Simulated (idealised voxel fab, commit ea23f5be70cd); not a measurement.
Process module under the name voxel transistor to metal
We display cut, a cross-section 285 nm in width whose square cells are each 5 nm.
Cross-section layout: square cells on a grid; listed as bands, top to bottom; a band spans one or more cell rows.
The band entry comprises the height of the band's top followed by the height of its bottom, expressed in nm, and subsequently the band's materials from left to right, each stated together with its width in nm. Where a single material is marked with the word "full width", that material fills the band from edge to edge. The word "air" represents empty space.
All heights in this document are referenced to 0, defined as the level beneath which the wafer, as received, consists entirely of one material. The lowest band is not bounded below; it extends indefinitely downward and is written in the form "top 0, no bottom".
You'd read "30->40" like this: the band's top row of cells is as wide as the first number, its bottom row is as wide as the second, and going down, every row changes width by the same amount as the row before did.
The cross-section has no changed cell in any step marked "identical to before".
Basically, "Closed internal voids" tells you about the enclosed voids: empty spaces with no open way to the top, 8 cells or bigger, each written width x height at distance, where distance is from the left edge, all in nm.
after a step's settings: what the simulator itself notes on the step
overlay nm: how far to the right of its planned place the mask lay on this masked step (negative: to the left).
-- The steps planned for the process are as follows
| 1 | RECEIVE, material Si |
| 2 | OXIDIZE, depth nm 5 |
| 3 | CONFORMAL_DEP, material SiN, thk nm 15 |
| 4 | DIRECTIONAL_DEP, material aC, thk nm 15 |
| 5 | PATTERN, tone cover, mask id ACTIVE, material resist, width nm 100, pitch nm 120, thk nm 35, overlay nm 0 |
| 6 | DIRECTIONAL_ETCH, etch materials aC, depth nm 15 |
| 7 | STRIP, etch materials resist |
| 8 | DIRECTIONAL_ETCH, etch materials SiN, depth nm 15 |
| 9 | DIRECTIONAL_ETCH, etch materials SiO2, depth nm 5 |
| 10 | DIRECTIONAL_ETCH, etch materials Si, depth nm 30 |
| 11 | STRIP, etch materials aC |
| 12 | OXIDIZE, depth nm 5 |
| 13 | FILL_DEP, material SiO2, thk nm 15 |
| 14 | CMP, height nm 15 |
| 15 | SELECTIVE_ETCH, etch materials SiO2, depth nm 10 |
| 16 | STRIP, etch materials SiN |
| 17 | SELECTIVE_ETCH, etch materials SiO2, depth nm 5 |
| 18 | OXIDIZE, depth nm 5 |
| 19 | DIRECTIONAL_DEP, material polySi, thk nm 30 |
| 20 | DIRECTIONAL_DEP, material SiCN, thk nm 10 |
| 21 | MASKED_ETCH, tone cover, mask id GATE, width nm 30, pitch nm 120, etch materials SiCN, depth nm 20, overlay nm 0 |
| 22 | MASKED_ETCH, tone cover, mask id GATE, width nm 30, pitch nm 120, etch materials polySi, depth nm 40, overlay nm 0 |
| 23 | CONFORMAL_DEP, material SiO2, thk nm 5 |
| 24 | DIRECTIONAL_ETCH, etch materials SiO2, depth nm 5 |
| 25 | CONFORMAL_DEP, material SiN, thk nm 5 |
| 26 | DIRECTIONAL_ETCH, etch materials SiN, depth nm 5 |
| 27 | DIRECTIONAL_ETCH, etch materials SiO2, depth nm 5 |
| 28 | DIRECTIONAL_ETCH, etch materials Si, depth nm 5 |
| 29 | EPI, material SiGe, thk nm 5 |
| 30 | FILL_DEP, material SiO2, thk nm 10 |
| 31 | CMP, height nm 25 |
| 32 | STRIP, etch materials polySi |
| 33 | SELECTIVE_ETCH, etch materials SiO2, depth nm 5 |
| 34 | CONFORMAL_DEP, material HfO2, thk nm 5 |
| 35 | CONFORMAL_DEP, material TiN, thk nm 5 |
| 36 | FILL_DEP, material W, thk nm 10 |
| 37 | CMP, height nm 20 |
| 38 | DIRECTIONAL_DEP, material SiO2, thk nm 15 |
| 39 | PATTERN, tone open, mask id CONTACT, material resist, width nm 15, thk nm 15, overlay nm 0 |
| 40 | DIRECTIONAL_ETCH, etch materials SiO2, depth nm 45 |
| 41 | STRIP, etch materials resist |
| 42 | CONFORMAL_DEP, material TiN, thk nm 5 |
| 43 | FILL_DEP, material W, thk nm 5 |
| 44 | CMP, height nm 35 |
| 45 | DIRECTIONAL_DEP, material TiN, thk nm 5 |
| 46 | DIRECTIONAL_DEP, material Ru, thk nm 25 |
| 47 | MASKED_ETCH, tone cover, mask id METAL_1, width nm 15, etch materials Ru, depth nm 25, overlay nm 0 |
| 48 | MASKED_ETCH, tone cover, mask id METAL_1, width nm 15, etch materials TiN, depth nm 5, overlay nm 0 |
| 49 | FILL_DEP, material SiO2, thk nm 5 |
| 50 | CMP, height nm 65 |
| 51 | CONFORMAL_DEP, material SiN, thk nm 5 |
-- Wafer as received: cross-section following step 1
	top 0, no bottom = Si full width
	Closed internal voids: none
-- Cross-sectional result after module completion. Note: starting condition and plan are unchanged from above; one processing mistake was made
	top 70, bottom 65 = SiN full width
	top 65, bottom 40 = 35 nm SiO2  15 nm Ru  60 nm SiO2  15 nm Ru  30 nm SiO2  15 nm Ru  60 nm SiO2  15 nm Ru  40 nm SiO2
	top 40, bottom 35 = 35 nm SiO2  15 nm TiN  60 nm SiO2  15 nm TiN  30 nm SiO2  15 nm TiN  60 nm SiO2  15 nm TiN  40 nm SiO2
	top 35, bottom 25 = 30 nm W  5 nm TiN  15 nm SiO2  5 nm TiN  50 nm W  5 nm TiN  15 nm SiO2  5 nm TiN  20 nm W  5 nm TiN  15 nm SiO2  5 nm TiN  50 nm W  5 nm TiN  15 nm SiO2  5 nm TiN  35 nm W
	top 25, bottom 20 = 30 nm W  5 nm TiN  15 nm SiO2  60 nm TiN  15 nm SiO2  5 nm TiN  20 nm W  5 nm TiN  15 nm SiO2  60 nm TiN  15 nm SiO2  5 nm TiN  35 nm W
	top 20, bottom 5 = 30 nm W  5 nm TiN  15 nm SiO2  5 nm TiN  5 nm SiN  5 nm HfO2  5 nm TiN  20 nm W  5 nm TiN  5 nm HfO2  5 nm SiN  5 nm TiN  15 nm SiO2  5 nm TiN  20 nm W  5 nm TiN  15 nm SiO2  5 nm TiN  5 nm SiN  5 nm HfO2  5 nm TiN  20 nm W  5 nm TiN  5 nm HfO2  5 nm SiN  5 nm TiN  15 nm SiO2  5 nm TiN  35 nm W
	top 5, bottom 0 = 25 nm W  10 nm TiN  15 nm SiO2  5 nm TiN  5 nm SiN  5 nm HfO2  5 nm TiN  20 nm W  5 nm TiN  5 nm HfO2  5 nm SiN  5 nm TiN  15 nm SiO2  10 nm TiN  10 nm W  10 nm TiN  15 nm SiO2  5 nm TiN  5 nm SiN  5 nm HfO2  5 nm TiN  20 nm W  5 nm TiN  5 nm HfO2  5 nm SiN  5 nm TiN  15 nm SiO2  10 nm TiN  30 nm W
	top 0, bottom -5 = 25 nm W  5 nm TiN  5 nm SiN  15 nm SiO2  5 nm TiN  5 nm SiN  5 nm HfO2  30 nm TiN  5 nm HfO2  5 nm SiN  5 nm TiN  15 nm SiO2  5 nm SiN  5 nm TiN  10 nm W  5 nm TiN  5 nm SiN  15 nm SiO2  5 nm TiN  5 nm SiN  5 nm HfO2  30 nm TiN  5 nm HfO2  5 nm SiN  5 nm TiN  15 nm SiO2  5 nm SiN  5 nm TiN  30 nm W
	top -5, bottom -10 = 30 nm TiN  20 nm SiO2  5 nm SiGe  5 nm SiO2  40 nm HfO2  5 nm SiO2  5 nm SiGe  20 nm SiO2  20 nm TiN  20 nm SiO2  5 nm SiGe  5 nm SiO2  40 nm HfO2  5 nm SiO2  5 nm SiGe  20 nm SiO2  35 nm TiN
	top -10, bottom -15 = 35 nm SiO2  20 nm SiGe  50 nm Si  20 nm SiGe  30 nm SiO2  20 nm SiGe  50 nm Si  20 nm SiGe  40 nm SiO2
	top -15, bottom -40 = 35 nm SiO2  90 nm Si  30 nm SiO2  90 nm Si  40 nm SiO2
	top -40, no bottom = Si full width
	Closed internal voids: none
Run error: the process deviated at step 39: the operation and settings actually run there were PATTERN, tone cover, mask id CONTACT, material resist, width nm 15, thk nm 15, overlay nm 0
